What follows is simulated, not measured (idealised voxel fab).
The name of this process module is voxel spacer lines.
Cross-section cut: width 250 nm, square cells of 5 nm.
This document writes a cross-section as a grid whose cells are square, and gives it as bands, listed from the top down; one or more rows of cells form a band.
Read a band's entry like this: the first values are the height of its top and the height of its bottom in nm, and what follows is the sequence of materials from left to right, each with its width in nm. Note that "empty" is empty space, and that a single material marked "edge to edge" reaches across the band from edge to edge.
For the purposes of this specification, 0 denotes the height below which the wafer in its as-received condition is composed wholly of one material, and the lowermost band, lacking a lower limit, extends downward without end, as expressed in "0 and below".
Read "30->40" as a graded width: first number on top, second number at the bottom, same change between each pair of neighbouring rows.
"nothing different" -> step changed no cross-section cell.
Heads up: "Unvented internal voids" only lists the empty pockets with no open path to the top that are 8 cells or more, and it writes them as width x height at distance, distance from the left edge, in nm.
The remark found on a step's line after its settings is issued by the simulator itself and pertains to that step.
"overlay nm" denotes, for a step that has a mask, the displacement of the mask to the right of its planned place, with negative values corresponding to the left.

The following list gives the planned process steps
1. op RECEIVE | material Si
2. op CONFORMAL_DEP | material Al2O3 | thk nm 5
3. op DIRECTIONAL_DEP | material SiN | thk nm 15
4. op DIRECTIONAL_DEP | material aC | thk nm 30
5. op PATTERN | tone cover | mask id MANDREL | material resist | width nm 25 | pitch nm 70 | thk nm 35 | overlay nm -15
6. op DIRECTIONAL_ETCH | etch materials aC | depth nm 30
7. op STRIP | etch materials resist
8. op CONFORMAL_DEP | material SiO2 | thk nm 10
9. op DIRECTIONAL_ETCH | etch materials SiO2 | depth nm 10
10. op STRIP | etch materials aC
11. op DIRECTIONAL_ETCH | etch materials SiN | depth nm 15
12. op STRIP | etch materials SiO2
It is noted that the wafers described herein are identical at the outset and are distinguished by the overlay nm of step 5; the value stated in the plan corresponds to the first wafer.

The first of several wafers as received, shown in cross-section; this is its state after step 1
> 0 and below: Si edge to edge
> Unvented internal voids: none

For your reference, the table is organized with a row per wafer; each row reflects the wafer at the end of the module, indicating for each material the cells gained (+) or lost (-) since receipt, and thereafter its closed voids
overlay nm -15, +50 Al2O3, +36 SiN, Unvented internal voids: none
overlay nm -10, +50 Al2O3, +36 SiN, Unvented internal voids: none
overlay nm -5, +50 Al2O3, +36 SiN, Unvented internal voids: none
overlay nm 0, +50 Al2O3, +36 SiN, Unvented internal voids: none
overlay nm 5, +50 Al2O3, +36 SiN, Unvented internal voids: none
overlay nm 10, +50 Al2O3, +36 SiN, Unvented internal voids: none
overlay nm 15, +50 Al2O3, +36 SiN, Unvented internal voids: none
